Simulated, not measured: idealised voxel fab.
The process module presented herein is designated voxel double patterning.
Section shown: cut. Width: 155 nm. Cell size: 5 nm, square.
A cross-section in this document is a grid of square cells, and it is written down as bands, the top band listed before the ones below it; a band is made up of one or more rows of cells.
Read a band's entry like this: the first values are the height of its top and the height of its bottom in nm, and what follows is the sequence of materials from left to right, each with its width in nm. Note that "empty" is empty space, and that a single material marked "all across" reaches across the band from edge to edge.
A quick word on heights: they are counted from 0, and under that level the wafer as it came to us is one material throughout. The lowest band is different from the rest in having no bottom; it simply continues downward, written as in "top 0, no bottom".
Think of "30->40" as a width that walks from the first number to the second as you go down the band, top row to bottom row, taking equal-sized steps from row to row.
Key: "no alteration" - step with no changed cell in the cross-section.
In "Enclosed void catalog" the enclosed voids are listed, meaning empty spaces of 8 cells or larger without any opening to the top. The form is width x height at distance, distance from the left edge, units nm.
Text after the settings on a step's line: the simulator's own remark on that step.
overlay nm: right-of-plan distance of the mask on a masked step; negative values mean left-of-plan.

Plan
1 RECEIVE | material Si
2 CONFORMAL_DEP | material SiO2 | thk nm 10
3 DIRECTIONAL_DEP | material polySi | thk nm 15
4 DIRECTIONAL_DEP | material SiCN | thk nm 10
5 MASKED_ETCH | tone open | mask id FIRST | width nm 15 | pitch nm 50 | etch materials SiCN | depth nm 10 | overlay nm 0
6 MASKED_ETCH | tone open | mask id SECOND | width nm 15 | pitch nm 50 | etch materials SiCN | depth nm 10 | overlay nm 0
7 DIRECTIONAL_ETCH | etch materials polySi | depth nm 5
8 STRIP | etch materials SiCN
Split variable: depth nm, step 7. Plan value = first wafer. Wafers start alike.

After step 1, as received: first of several wafers, cross-section
  top 0, no bottom = Si all across
  Enclosed void catalog: none

Rows = wafers. At module end, each row lists per material the cells gained (+) or lost (-) since the wafer was received, then the closed voids
depth nm 5 | +62 SiO2 | +78 polySi | Enclosed void catalog: none
depth nm 10 | +62 SiO2 | +63 polySi | Enclosed void catalog: none
depth nm 15 | +62 SiO2 | +48 polySi | Enclosed void catalog: none
depth nm 20 | +62 SiO2 | +48 polySi | Enclosed void catalog: none
depth nm 25 | +62 SiO2 | +48 polySi | Enclosed void catalog: none
depth nm 30 | +62 SiO2 | +48 polySi | Enclosed void catalog: none
